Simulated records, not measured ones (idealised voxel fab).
process module | voxel lift off
We display cut, a cross-section 190 nm in width whose square cells are each 5 nm.
Reading order for cross-sections: top band down to bottom band. Underlying form: a grid of square cells. Band size: one or more rows of cells.
Read a band's entry like this: the first values are the height of its top and the height of its bottom in nm, and what follows is the sequence of materials from left to right, each with its width in nm. Note that "air" is empty space, and that a single material marked "everywhere" reaches across the band from edge to edge.
All heights in this document are referenced to 0, defined as the level beneath which the wafer, as received, consists entirely of one material. The lowest band is not bounded below; it extends indefinitely downward and is written in the form "0 down".
Top row gets the first number, bottom row gets the second, and each row in between changes by the same step: that is how a band width like "30->40" works.
"nothing different" -> step changed no cross-section cell.
Basically, "Enclosed voids" tells you about the enclosed voids: empty spaces with no open way to the top, 8 cells or bigger, each written width x height at distance, where distance is from the left edge, all in nm.
Note: text after step settings on the step line = simulator remark on that step.
A step's line can hold "overlay nm"; with a mask on that step, the setting says how far right of the planned place the mask lay, while a negative setting says it lay to the left.
### Below is the list of planned process steps
1) RECEIVE,material Si
2) CONFORMAL_DEP,material SiN,thk nm 15
3) PATTERN,tone open,mask id LINES,material resist,width nm 30,pitch nm 50,thk nm 30,overlay nm 0
4) DIRECTIONAL_DEP,material Ru,thk nm 15
5) STRIP,etch materials resist
6) CONFORMAL_DEP,material SiO2,thk nm 5
### Wafer, first of two, run as planned
### Shown in cross-section is the wafer as received, that is, as it stands after step 1
* 0 down  Si everywhere
* Enclosed voids: none
### The wafer in cross-section once step 2 is complete
* 15 to 0  SiN everywhere
* Below a height of 0, the structure has not been altered.
### The wafer in cross-section once step 3 is complete
* 45 to 15  30 resist; 30 air; 20 resist; 30 air; 20 resist; 30 air; 30 resist
* Below a height of 15, the structure has not been altered.
### The wafer in cross-section once step 4 is complete
* 60 to 45  30 Ru; 30 air; 20 Ru; 30 air; 20 Ru; 30 air; 30 Ru
* 45 to 30  30 resist; 30 air; 20 resist; 30 air; 20 resist; 30 air; 30 resist
* 30 to 15  30 resist; 30 Ru; 20 resist; 30 Ru; 20 resist; 30 Ru; 30 resist
* Below a height of 15, the structure has not been altered.
### The wafer in cross-section once step 5 is complete
* 30 to 15  30 air; 30 Ru; 20 air; 30 Ru; 20 air; 30 Ru; 30 air
* Below a height of 15, the structure has not been altered.
### The wafer in cross-section once step 6 is complete
* 35 to 30  25 air; 40 SiO2; 10 air; 40 SiO2; 10 air; 40 SiO2; 25 air
* 30 to 20  25 air; 5 SiO2; 30 Ru; 5 SiO2; 10 air; 5 SiO2; 30 Ru; 5 SiO2; 10 air; 5 SiO2; 30 Ru; 5 SiO2; 25 air
* 20 to 15  30 SiO2; 30 Ru; 20 SiO2; 30 Ru; 20 SiO2; 30 Ru; 30 SiO2
* Below a height of 15, the structure has not been altered.
### Second Wafer (Identical Start and Plan, One Processing Error; Matches First Wafer Through Step 2)
### Cross-section: second wafer, time at which step 3 was scheduled to end
* 45 to 15  35 resist; 30 air; 20 resist; 30 air; 20 resist; 30 air; 25 resist
* Below a height of 15, the structure has not been altered.
### Cross-section: second wafer, time at which step 4 was scheduled to end
* 60 to 45  35 Ru; 30 air; 20 Ru; 30 air; 20 Ru; 30 air; 25 Ru
* 45 to 30  35 resist; 30 air; 20 resist; 30 air; 20 resist; 30 air; 25 resist
* 30 to 15  35 resist; 30 Ru; 20 resist; 30 Ru; 20 resist; 30 Ru; 25 resist
* Below a height of 15, the structure has not been altered.
### Cross-section: second wafer, time at which step 5 was scheduled to end
* 30 to 15  35 air; 30 Ru; 20 air; 30 Ru; 20 air; 30 Ru; 25 air
* Below a height of 15, the structure has not been altered.
### Cross-section: second wafer, time at which step 6 was scheduled to end
* 35 to 30  30 air; 40 SiO2; 10 air; 40 SiO2; 10 air; 40 SiO2; 20 air
* 30 to 20  30 air; 5 SiO2; 30 Ru; 5 SiO2; 10 air; 5 SiO2; 30 Ru; 5 SiO2; 10 air; 5 SiO2; 30 Ru; 5 SiO2; 20 air
* 20 to 15  35 SiO2; 30 Ru; 20 SiO2; 30 Ru; 20 SiO2; 30 Ru; 25 SiO2
* Below a height of 15, the structure has not been altered.
Short version of what went wrong: for step 3, the planned setting was not used; the step was instead run as PATTERN,tone open,mask id LINES,material resist,width nm 30,pitch nm 50,thk nm 30,overlay nm 5
Tallied in cells, the final second wafer holds each material in the same quantity as the first, although not at the same places.
